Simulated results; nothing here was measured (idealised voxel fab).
Process module under the name voxel fin reveal
Cross-section cut: width 295 nm, square cells of 5 nm.
The cross-sections in this document take the form of a grid made of square cells. They are written out as bands, in order from top to bottom. Each band consists of one or more rows of cells.
For a band, the entry starts with two heights in nm, that of the top and then that of the bottom, and carries on with the band's materials in order from left to right, each alongside its width in nm; the word "throughout" beside a single material means it fills the band edge to edge, and "blank" means empty space.
Counting heights begins at 0, where everything beneath is, in the wafer as received, one material. The lowest band has no bottom; it goes on downwards, as "from 0 down" shows.
When a width is written as two numbers, as in "30..40", the first number is the width in the top row of cells of the band and the second is the width in its bottom row, and the width changes by the same amount from each row to the next.
Where a step carries "no alterations made", the cross-section came out of it unchanged, cell for cell.
You'll see "Encapsulated voids" listing empty spaces that have no way open to the top, as long as they're 8 cells or more; the notation is width x height at distance, where the distance is from the left edge, and all of it is in nm.
Post-settings text on a step line: simulator's own remark regarding the step.
A step's line can hold "overlay nm"; with a mask on that step, the setting says how far right of the planned place the mask lay, while a negative setting says it lay to the left.
Pairs ahead. Before: cross-section ahead of one process step. After: cross-section once the step is done, shown to the lowest changed band only. Under each pair: that step, with settings. Caution: pairs may come from different runs of this module on the same starting wafer; a pair follows the pair above only where its "before" entry says so.
**before**
  from 0 down  Si throughout
  Encapsulated voids: none
**Post-Step Geometry**
  from 5 to 0  SiN throughout
  Unchanged below 0.
  Encapsulated voids: none
Q: step between the cross-sections above? A: CONFORMAL_DEP with material SiN, thk nm 5
before: just use the after drawing of the pair above as your starting point.
**Post-Step Geometry**
  from 5 to 0  95 blank; 15 SiN; 30 blank; 15 SiN; 30 blank; 15 SiN; 95 blank
  Unchanged below 0.
  Encapsulated voids: none
Q: step between the cross-sections above? A: MASKED_ETCH with tone cover, mask id FINS, width nm 15, pitch nm 45, etch materials SiN, depth nm 5, overlay nm 0
before: just use the after drawing of the pair above as your starting point.
**Post-Step Geometry**
  from 5 to 0  95 blank; 15 SiN; 30 blank; 15 SiN; 30 blank; 15 SiN; 95 blank
  from 0 to -30  95 blank; 15 Si; 30 blank; 15 Si; 30 blank; 15 Si; 95 blank
  Unchanged below -30.
  Encapsulated voids: none
Q: step between the cross-sections above? A: MASKED_ETCH with tone cover, mask id FINS, width nm 15, pitch nm 45, etch materials Si, depth nm 30, overlay nm 0
before: just use the after drawing of the pair above as your starting point.
**Post-Step Geometry**
  from 5 to 0  95 blank; 15 SiN; 30 blank; 15 SiN; 30 blank; 15 SiN; 95 blank
  from 0 to -30  95 blank; 5 SiO2; 5 Si; 5 SiO2; 30 blank; 5 SiO2; 5 Si; 5 SiO2; 30 blank; 5 SiO2; 5 Si; 5 SiO2; 95 blank
  from -30 to -35  100 SiO2; 5 Si; 40 SiO2; 5 Si; 40 SiO2; 5 Si; 100 SiO2
  Unchanged below -35.
  Encapsulated voids: none
Q: step between the cross-sections above? A: OXIDIZE with depth nm 5
before: just use the after drawing of the pair above as your starting point.
**Post-Step Geometry**
  from 10 to 5  SiO2 throughout
  from 5 to 0  95 SiO2; 15 SiN; 30 SiO2; 15 SiN; 30 SiO2; 15 SiN; 95 SiO2
  from 0 to -35  100 SiO2; 5 Si; 40 SiO2; 5 Si; 40 SiO2; 5 Si; 100 SiO2
  Unchanged below -35.
  Encapsulated voids: none
Q: step between the cross-sections above? A: FILL_DEP with material SiO2, thk nm 5
before: just use the after drawing of the pair above as your starting point.
**Post-Step Geometry**
  from 5 to 0  95 SiO2; 15 SiN; 30 SiO2; 15 SiN; 30 SiO2; 15 SiN; 95 SiO2
  Unchanged below 0.
  Encapsulated voids: none
Q: step between the cross-sections above? A: CMP with height nm 5
before: just use the after drawing of the pair above as your starting point.
**Post-Step Geometry**
  from 5 to 0  95 blank; 15 SiN; 30 blank; 15 SiN; 30 blank; 15 SiN; 95 blank
  from 0 to -20  100 blank; 5 Si; 40 blank; 5 Si; 40 blank; 5 Si; 100 blank
  Unchanged below -20.
  Encapsulated voids: none
Q: step between the cross-sections above? A: SELECTIVE_ETCH with etch materials SiO2, depth nm 25
before: just use the after drawing of the pair above as your starting point.
**Post-Step Geometry**
  from 0 to -20  100 blank; 5 Si; 40 blank; 5 Si; 40 blank; 5 Si; 100 blank
  Unchanged below -20.
  Encapsulated voids: none
Q: step between the cross-sections above? A: STRIP with etch materials SiN
**before**
  from 5 to 0  95 blank; 15 SiN; 30 blank; 15 SiN; 30 blank; 15 SiN; 95 blank
  from 0 to -20  100 blank; 5 Si; 40 blank; 5 Si; 40 blank; 5 Si; 100 blank
  from -20 to -35  100 SiO2; 5 Si; 40 SiO2; 5 Si; 40 SiO2; 5 Si; 100 SiO2
  from -35 down  Si throughout
  Encapsulated voids: none
**Post-Step Geometry**
  from 5 to 0  95 blank; 15 SiN; 30 blank; 15 SiN; 30 blank; 15 SiN; 95 blank
  from 0 to -35  100 blank; 5 Si; 40 blank; 5 Si; 40 blank; 5 Si; 100 blank
  Unchanged below -35.
  Encapsulated voids: none
Q: step between the cross-sections above? A: SELECTIVE_ETCH with etch materials SiO2, depth nm 25
before: just use the after drawing of the pair above as your starting point.
**Post-Step Geometry**
  from 0 to -35  100 blank; 5 Si; 40 blank; 5 Si; 40 blank; 5 Si; 100 blank
  Unchanged below -35.
  Encapsulated voids: none
Q: step between the cross-sections above? A: STRIP with etch materials SiN
**before**
  from 5 to 0  95 SiO2; 15 SiN; 30 SiO2; 15 SiN; 30 SiO2; 15 SiN; 95 SiO2
  from 0 to -35  100 SiO2; 5 Si; 40 SiO2; 5 Si; 40 SiO2; 5 Si; 100 SiO2
  from -35 down  Si throughout
  Encapsulated voids: none
**Post-Step Geometry**
  from 5 to 0  95 SiO2; 15 blank; 30 SiO2; 15 blank; 30 SiO2; 15 blank; 95 SiO2
  Unchanged below 0.
  Encapsulated voids: none
Q: step between the cross-sections above? A: STRIP with etch materials SiN
before: just use the after drawing of the pair above as your starting point.
**Post-Step Geometry**
  from 0 to -20  100 blank; 5 Si; 40 blank; 5 Si; 40 blank; 5 Si; 100 blank
  from -20 to -25  70 SiO2; 30 blank; 5 Si; 40 blank; 5 Si; 40 blank; 5 Si; 30 blank; 70 SiO2
  Unchanged below -25.
  Encapsulated voids: none
Q: step between the cross-sections above? A: SELECTIVE_ETCH with etch materials SiO2, depth nm 25
**before**
  from 5 to 0  95 SiO2; 15 SiN; 30 SiO2; 15 SiN; 30 SiO2; 15 SiN; 95 SiO2
  from 0 to -35  100 SiO2; 5 Si; 40 SiO2; 5 Si; 40 SiO2; 5 Si; 100 SiO2
  from -35 down  Si throughout
  Encapsulated voids: none
**Post-Step Geometry**
  from 5 to 0  95 blank; 15 SiN; 30 blank; 15 SiN; 30 blank; 15 SiN; 95 blank
  from 0 to -30  100 blank; 5 Si; 40 blank; 5 Si; 40 blank; 5 Si; 100 blank
  Unchanged below -30.
  Encapsulated voids: none
Q: step between the cross-sections above? A: SELECTIVE_ETCH with etch materials SiO2, depth nm 35
before: just use the after drawing of the pair above as your starting point.
**Post-Step Geometry**
  from 0 to -30  100 blank; 5 Si; 40 blank; 5 Si; 40 blank; 5 Si; 100 blank
  Unchanged below -30.
  Encapsulated voids: none
Q: step between the cross-sections above? A: STRIP with etch materials SiN
**before**
  from 5 to 0  SiN throughout
  from 0 down  Si throughout
  Encapsulated voids: none
**Post-Step Geometry**
  from 5 to 0  90 blank; 25 SiN; 20 blank; 25 SiN; 20 blank; 25 SiN; 90 blank
  Unchanged below 0.
  Encapsulated voids: none
Q: step between the cross-sections above? A: MASKED_ETCH with tone cover, mask id FINS, width nm 25, pitch nm 45, etch materials SiN, depth nm 5, overlay nm 0
before: just use the after drawing of the pair above as your starting point.
**Post-Step Geometry**
  from 5 to 0  90 blank; 25 SiN; 20 blank; 25 SiN; 20 blank; 25 SiN; 90 blank
  from 0 to -30  90 blank; 25 Si; 20 blank; 25 Si; 20 blank; 25 Si; 90 blank
  Unchanged below -30.
  Encapsulated voids: none
Q: step between the cross-sections above? A: MASKED_ETCH with tone cover, mask id FINS, width nm 15, pitch nm 45, etch materials Si, depth nm 30, overlay nm 0
before: just use the after drawing of the pair above as your starting point.
**Post-Step Geometry**
  from 5 to 0  90 blank; 25 SiN; 20 blank; 25 SiN; 20 blank; 25 SiN; 90 blank
  from 0 to -30  90 blank; 5 SiO2; 15 Si; 5 SiO2; 20 blank; 5 SiO2; 15 Si; 5 SiO2; 20 blank; 5 SiO2; 15 Si; 5 SiO2; 90 blank
  from -30 to -35  95 SiO2; 15 Si; 30 SiO2; 15 Si; 30 SiO2; 15 Si; 95 SiO2
  Unchanged below -35.
  Encapsulated voids: none
Q: step between the cross-sections above? A: OXIDIZE with depth nm 5
before: just use the after drawing of the pair above as your starting point.
**Post-Step Geometry**
  from 10 to 5  SiO2 throughout
  from 5 to 0  90 SiO2; 25 SiN; 20 SiO2; 25 SiN; 20 SiO2; 25 SiN; 90 SiO2
  from 0 to -35  95 SiO2; 15 Si; 30 SiO2; 15 Si; 30 SiO2; 15 Si; 95 SiO2
  Unchanged below -35.
  Encapsulated voids: none
Q: step between the cross-sections above? A: FILL_DEP with material SiO2, thk nm 5
before: just use the after drawing of the pair above as your starting point.
**Post-Step Geometry**
  from 5 to 0  90 SiO2; 25 SiN; 20 SiO2; 25 SiN; 20 SiO2; 25 SiN; 90 SiO2
  Unchanged below 0.
  Encapsulated voids: none
Q: step between the cross-sections above? A: CMP with height nm 5
before: just use the after drawing of the pair above as your starting point.
**Post-Step Geometry**
  from 5 to 0  90 blank; 25 SiN; 20 blank; 25 SiN; 20 blank; 25 SiN; 90 blank
  from 0 to -20  95 blank; 15 Si; 30 blank; 15 Si; 30 blank; 15 Si; 95 blank
  Unchanged below -20.
  Encapsulated voids: none
Q: step between the cross-sections above? A: SELECTIVE_ETCH with etch materials SiO2, depth nm 25
before: just use the after drawing of the pair above as your starting point.
**Post-Step Geometry**
  from 0 to -20  95 blank; 15 Si; 30 blank; 15 Si; 30 blank; 15 Si; 95 blank
  Unchanged below -20.
  Encapsulated voids: none
Q: step between the cross-sections above? A: STRIP with etch materials SiN
**before**
  from 5 to 0  95 blank; 15 SiN; 30 blank; 15 SiN; 30 blank; 15 SiN; 95 blank
  from 0 down  Si throughout
  Encapsulated voids: none
**Post-Step Geometry**
  from 5 to 0  95 blank; 15 SiN; 30 blank; 15 SiN; 30 blank; 15 SiN; 95 blank
  from 0 to -30  85 blank; 25 Si; 20 blank; 25 Si; 20 blank; 25 Si; 95 blank
  Unchanged below -30.
  Encapsulated voids: none
Q: step between the cross-sections above? A: MASKED_ETCH with tone cover, mask id FINS, width nm 15, pitch nm 45, etch materials Si, depth nm 30, overlay nm -10
before: just use the after drawing of the pair above as your starting point.
**Post-Step Geometry**
  from 5 to 0  95 blank; 15 SiN; 30 blank; 15 SiN; 30 blank; 15 SiN; 95 blank
  from 0 to -5  85 blank; 15 SiO2; 5 Si; 5 SiO2; 20 blank; 15 SiO2; 5 Si; 5 SiO2; 20 blank; 15 SiO2; 5 Si; 5 SiO2; 95 blank
  from -5 to -30  85 blank; 5 SiO2; 15 Si; 5 SiO2; 20 blank; 5 SiO2; 15 Si; 5 SiO2; 20 blank; 5 SiO2; 15 Si; 5 SiO2; 95 blank
  from -30 to -35  90 SiO2; 15 Si; 30 SiO2; 15 Si; 30 SiO2; 15 Si; 100 SiO2
  Unchanged below -35.
  Encapsulated voids: none
Q: step between the cross-sections above? A: OXIDIZE with depth nm 5
before: just use the after drawing of the pair above as your starting point.
**Post-Step Geometry**
  from 10 to 5  SiO2 throughout
  from 5 to 0  95 SiO2; 15 SiN; 30 SiO2; 15 SiN; 30 SiO2; 15 SiN; 95 SiO2
  from 0 to -5  100 SiO2; 5 Si; 40 SiO2; 5 Si; 40 SiO2; 5 Si; 100 SiO2
  from -5 to -35  90 SiO2; 15 Si; 30 SiO2; 15 Si; 30 SiO2; 15 Si; 100 SiO2
  Unchanged below -35.
  Encapsulated voids: none
Q: step between the cross-sections above? A: FILL_DEP with material SiO2, thk nm 5
before: just use the after drawing of the pair above as your starting point.
**Post-Step Geometry**
  from 5 to 0  95 SiO2; 15 SiN; 30 SiO2; 15 SiN; 30 SiO2; 15 SiN; 95 SiO2
  Unchanged below 0.
  Encapsulated voids: none
Q: step between the cross-sections above? A: CMP with height nm 5
before: just use the after drawing of the pair above as your starting point.
**Post-Step Geometry**
  from 5 to 0  95 blank; 15 SiN; 30 blank; 15 SiN; 30 blank; 15 SiN; 95 blank
  from 0 to -5  100 blank; 5 Si; 40 blank; 5 Si; 40 blank; 5 Si; 100 blank
  from -5 to -20  90 blank; 15 Si; 30 blank; 15 Si; 30 blank; 15 Si; 100 blank
  Unchanged below -20.
  Encapsulated voids: none
Q: step between the cross-sections above? A: SELECTIVE_ETCH with etch materials SiO2, depth nm 25
before: just use the after drawing of the pair above as your starting point.
**Post-Step Geometry**
  from 0 to -5  100 blank; 5 Si; 40 blank; 5 Si; 40 blank; 5 Si; 100 blank
  Unchanged below -5.
  Encapsulated voids: none
Q: step between the cross-sections above? A: STRIP with etch materials SiN
**before**
  from 5 to 0  95 blank; 15 SiN; 30 blank; 15 SiN; 30 blank; 15 SiN; 95 blank
  from 0 to -20  100 blank; 5 Si; 40 blank; 5 Si; 40 blank; 5 Si; 100 blank
  from -20 to -35  100 SiO2; 5 Si; 40 SiO2; 5 Si; 40 SiO2; 5 Si; 100 SiO2
  from -35 down  Si throughout
  Encapsulated voids: none
**Post-Step Geometry**
  from 5 to 0  95 blank; 15 SiN; 30 blank; 15 SiN; 30 blank; 15 SiN; 95 blank
  from 0 to -35  100 blank; 5 Si; 40 blank; 5 Si; 40 blank; 5 Si; 100 blank
  Unchanged below -35.
  Encapsulated voids: none
Q: step between the cross-sections above? A: STRIP with etch materials SiO2
**before**
  from 5 to 0  SiN throughout
  from 0 down  Si throughout
  Encapsulated voids: none
**Post-Step Geometry**
  from 5 to 0  95 SiN; 15 blank; 30 SiN; 15 blank; 30 SiN; 15 blank; 95 SiN
  Unchanged below 0.
  Encapsulated voids: none
Q: step between the cross-sections above? A: MASKED_ETCH with tone open, mask id FINS, width nm 15, pitch nm 45, etch materials SiN, depth nm 5, overlay nm 0
before: just use the after drawing of the pair above as your starting point.
**Post-Step Geometry**
  from 5 to 0  95 SiN; 15 blank; 30 SiN; 15 blank; 30 SiN; 15 blank; 95 SiN
  from 0 to -5  90 Si; 25 SiO2; 20 Si; 25 SiO2; 20 Si; 25 SiO2; 90 Si
  Unchanged below -5.
  Encapsulated voids: none
Q: step between the cross-sections above? A: OXIDIZE with depth nm 5
before: just use the after drawing of the pair above as your starting point.
**Post-Step Geometry**
  from 10 to 5  SiO2 throughout
  from 5 to 0  95 SiN; 15 SiO2; 30 SiN; 15 SiO2; 30 SiN; 15 SiO2; 95 SiN
  Unchanged below 0.
  Encapsulated voids: none
Q: step between the cross-sections above? A: FILL_DEP with material SiO2, thk nm 5
before: just use the after drawing of the pair above as your starting point.
**Post-Step Geometry**
  from 5 to 0  95 SiN; 15 SiO2; 30 SiN; 15 SiO2; 30 SiN; 15 SiO2; 95 SiN
  Unchanged below 0.
  Encapsulated voids: none
Q: step between the cross-sections above? A: CMP with height nm 5
before: just use the after drawing of the pair above as your starting point.
**Post-Step Geometry**
  from 5 to 0  95 SiN; 15 blank; 30 SiN; 15 blank; 30 SiN; 15 blank; 95 SiN
  from 0 to -5  90 Si; 25 blank; 20 Si; 25 blank; 20 Si; 25 blank; 90 Si
  Unchanged below -5.
  Encapsulated voids: none
Q: step between the cross-sections above? A: SELECTIVE_ETCH with etch materials SiO2, depth nm 25
before: just use the after drawing of the pair above as your starting point.
**Post-Step Geometry**
  from 0 to -5  90 Si; 25 blank; 20 Si; 25 blank; 20 Si; 25 blank; 90 Si
  Unchanged below -5.
  Encapsulated voids: none
Q: step between the cross-sections above? A: STRIP with etch materials SiN
